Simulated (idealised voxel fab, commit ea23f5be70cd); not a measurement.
Herein follows the process module entitled voxel air gaps.
For reference, the cross-section in this document is cut, with width 290 nm and square cells of 5 nm.
Square cells in a grid make up a cross-section in this document, and the grid is given as bands, listed from the top down, each one or more rows of cells. Within each band entry, the heights of the top and of the bottom of the band appear first, in that order and in nm; the materials of the band then follow from left to right, each with its corresponding width in nm. The designation "full width" on a single material indicates that it fills the band from edge to edge; the designation "empty" indicates empty space. Beneath 0, the wafer as received is one material, and that level is where height counting begins. The lowest band goes on downward without a bottom; it is written like "0 down". With a width like "30..40", each row of cells in the band differs from the next by the same amount, the top row carrying the first number and the bottom row the second. "no alteration" (step): cross-section cells unchanged, all of them. "Closed-off voids": empty spaces of 8 cells or more with no open way to the top, each given as width x height at distance, distance from the left edge, all in nm. Post-settings text on a step line: simulator's own remark regarding the step. A step's line can hold "overlay nm"; with a mask on that step, the setting says how far right of the planned place the mask lay, while a negative setting says it lay to the left.

**The steps planned for the process are as follows**
1 op RECEIVE | material Si
2 op CONFORMAL_DEP | material SiO2 | thk nm 10
3 op CONFORMAL_DEP | material SiCN | thk nm 5
4 op DIRECTIONAL_DEP | material lowk | thk nm 40
5 op PATTERN | tone open | mask id LINES | material resist | width nm 15 | pitch nm 40 | thk nm 15 | overlay nm 0
6 op DIRECTIONAL_ETCH | etch materials lowk | depth nm 40
7 op STRIP | etch materials resist
8 op CONFORMAL_DEP | material TiN | thk nm 5
9 op FILL_DEP | material Ru | thk nm 10
10 op CMP | height nm 55
11 op EPI | material Ru | thk nm 10
12 op SELECTIVE_ETCH | etch materials lowk | depth nm 50
13 op CONFORMAL_DEP | material SiCN | thk nm 5

**Cross-section of the incoming wafer, state after step 1**
> 0 down  Si full width
> Closed-off voids: none

**End-of-module cross-section of the first of two wafers, processed as planned**
> 70 to 65  empty: 80, SiCN: 125, empty: 85
> 65 to 55  empty: 80, SiCN: 5, Ru: 35, SiCN: 5, Ru: 35, SiCN: 5, Ru: 35, SiCN: 5, empty: 85
> 55 to 50  empty: 80, SiCN: 15, TiN: 5, Ru: 5, TiN: 5, SiCN: 25, TiN: 5, Ru: 5, TiN: 5, SiCN: 25, TiN: 5, Ru: 5, TiN: 5, SiCN: 15, empty: 85
> 50 to 20  empty: 90, SiCN: 5, TiN: 5, Ru: 5, TiN: 5, SiCN: 5, empty: 15, SiCN: 5, TiN: 5, Ru: 5, TiN: 5, SiCN: 5, empty: 15, SiCN: 5, TiN: 5, Ru: 5, TiN: 5, SiCN: 5, empty: 95
> 20 to 15  SiCN: 95, TiN: 15, SiCN: 25, TiN: 15, SiCN: 25, TiN: 15, SiCN: 100
> 15 to 10  SiCN full width
> 10 to 0  SiO2 full width
> 0 down  Si full width
> Closed-off voids: 15 x 30 at 115; 15 x 30 at 155

**Here's the second of our two wafers sectioned at module end. Same start as the first, same plan, but one mistake got made running it**
> 70 to 65  SiCN full width
> 65 to 55  Ru full width
> 55 to 20  Ru: 90, TiN: 5, lowk: 15, TiN: 5, Ru: 15, TiN: 5, lowk: 15, TiN: 5, Ru: 15, TiN: 5, lowk: 15, TiN: 5, Ru: 95
> 20 to 15  TiN: 95, lowk: 15, TiN: 25, lowk: 15, TiN: 25, lowk: 15, TiN: 100
> 15 to 10  SiCN full width
> 10 to 0  SiO2 full width
> 0 down  Si full width
> Closed-off voids: none
In executing the process, a mistake was made relative to the plan: rather than as planned, step 5 actually ran as op PATTERN | tone cover | mask id LINES | material resist | width nm 15 | pitch nm 40 | thk nm 15 | overlay nm 0
Materials where the second wafer ends with more or fewer cells than the first: Ru +354 | SiCN -76 | TiN +40 | lowk +72
So at the end we're looking at 2 closed voids on the first wafer and 0 on the second.
